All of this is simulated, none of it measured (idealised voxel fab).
The process module presented herein is designated voxel gate over fins.
Shown is cross-section cut, with a width of 140 nm and square cells of size 5 nm.
In what follows, cross-sections appear as grids of square cells, described through bands that run from the top down, where every band is one or more rows of cells.
Top, bottom (nm), then materials left to right with widths (nm); lone material tagged "everywhere" fills the whole band edge to edge; "empty" = empty space.
Ref level 0: as-received wafer is one material below here. Bottom band extends down with no lower bound ("top 0, no bottom").
The expression "30->40" gives the width at the extremes of the band, the first number at its top row of cells and the second at its bottom row, with the width changing by equal amounts from each row to the next in between.
When a step is marked "remained unchanged", none of the cells in the cross-section changed during that step.
"Enclosed empty spaces" - sealed voids, min. 8 cells, no opening to top; format: width x height at distance (distance from left edge; nm throughout).
Whatever follows a step's settings on its line is a remark the simulator itself makes about that step.
The optional step-line setting "overlay nm" applies to steps with a mask and quantifies how far to the right of its planned location the mask lay, a negative value indicating leftward placement.

**Process steps (planned)**
- 1: RECEIVE | material Si
- 2: CONFORMAL_DEP | material SiN | thk nm 5
- 3: MASKED_ETCH | tone cover | mask id FINS | width nm 15 | pitch nm 45 | etch materials SiN | depth nm 5 | overlay nm 0
- 4: MASKED_ETCH | tone cover | mask id FINS | width nm 15 | pitch nm 45 | etch materials Si | depth nm 40 | overlay nm 0
- 5: OXIDIZE | depth nm 5
- 6: FILL_DEP | material SiO2 | thk nm 5
- 7: CMP | height nm 5
- 8: SELECTIVE_ETCH | etch materials SiO2 | depth nm 20
- 9: STRIP | etch materials SiN
- 10: CONFORMAL_DEP | material HfO2 | thk nm 5
- 11: CONFORMAL_DEP | material TiN | thk nm 5
- 12: FILL_DEP | material W | thk nm 15
- 13: CMP | height nm 20
- 14: CONFORMAL_DEP | material SiN | thk nm 10

**Cross-section of the wafer upon arrival, representing the state reached after step 1**
top 0, no bottom = Si everywhere
Enclosed empty spaces: none

**Sectioned view, first of two wafers, at the close of the module, processed as intended in the plan**
top 30, bottom 20 = SiN everywhere
top 20, bottom 10 = W everywhere
top 10, bottom 5 = W=10 / TiN=25 / W=20 / TiN=25 / W=20 / TiN=25 / W=15
top 5, bottom 0 = W=10 / TiN=5 / HfO2=15 / TiN=5 / W=20 / TiN=5 / HfO2=15 / TiN=5 / W=20 / TiN=5 / HfO2=15 / TiN=5 / W=15
top 0, bottom -5 = W=10 / TiN=5 / HfO2=5 / Si=5 / HfO2=5 / TiN=5 / W=20 / TiN=5 / HfO2=5 / Si=5 / HfO2=5 / TiN=5 / W=20 / TiN=5 / HfO2=5 / Si=5 / HfO2=5 / TiN=5 / W=15
top -5, bottom -10 = TiN=15 / HfO2=5 / Si=5 / HfO2=5 / TiN=30 / HfO2=5 / Si=5 / HfO2=5 / TiN=30 / HfO2=5 / Si=5 / HfO2=5 / TiN=20
top -10, bottom -15 = HfO2=20 / Si=5 / HfO2=40 / Si=5 / HfO2=40 / Si=5 / HfO2=25
top -15, bottom -45 = SiO2=20 / Si=5 / SiO2=40 / Si=5 / SiO2=40 / Si=5 / SiO2=25
top -45, no bottom = Si everywhere
Enclosed empty spaces: none

**Second of two wafers, module complete, sectioned: it shares the first wafer's start and plan but was run with one mistake**
top 30, bottom 10 = W everywhere
top 10, bottom 5 = W=10 / TiN=25 / W=20 / TiN=25 / W=20 / TiN=25 / W=15
top 5, bottom 0 = W=10 / TiN=5 / HfO2=15 / TiN=5 / W=20 / TiN=5 / HfO2=15 / TiN=5 / W=20 / TiN=5 / HfO2=15 / TiN=5 / W=15
top 0, bottom -5 = W=10 / TiN=5 / HfO2=5 / Si=5 / HfO2=5 / TiN=5 / W=20 / TiN=5 / HfO2=5 / Si=5 / HfO2=5 / TiN=5 / W=20 / TiN=5 / HfO2=5 / Si=5 / HfO2=5 / TiN=5 / W=15
top -5, bottom -10 = TiN=15 / HfO2=5 / Si=5 / HfO2=5 / TiN=30 / HfO2=5 / Si=5 / HfO2=5 / TiN=30 / HfO2=5 / Si=5 / HfO2=5 / TiN=20
top -10, bottom -15 = HfO2=20 / Si=5 / HfO2=40 / Si=5 / HfO2=40 / Si=5 / HfO2=25
top -15, bottom -45 = SiO2=20 / Si=5 / SiO2=40 / Si=5 / SiO2=40 / Si=5 / SiO2=25
top -45, no bottom = Si everywhere
Enclosed empty spaces: none
Heads up, the wafer didn't run the way we planned it: step 14: run off-plan, actual operation and settings CONFORMAL_DEP | material W | thk nm 10
End check, counted in cells, second wafer has more or fewer of these materials than the first: SiN -56; W +56
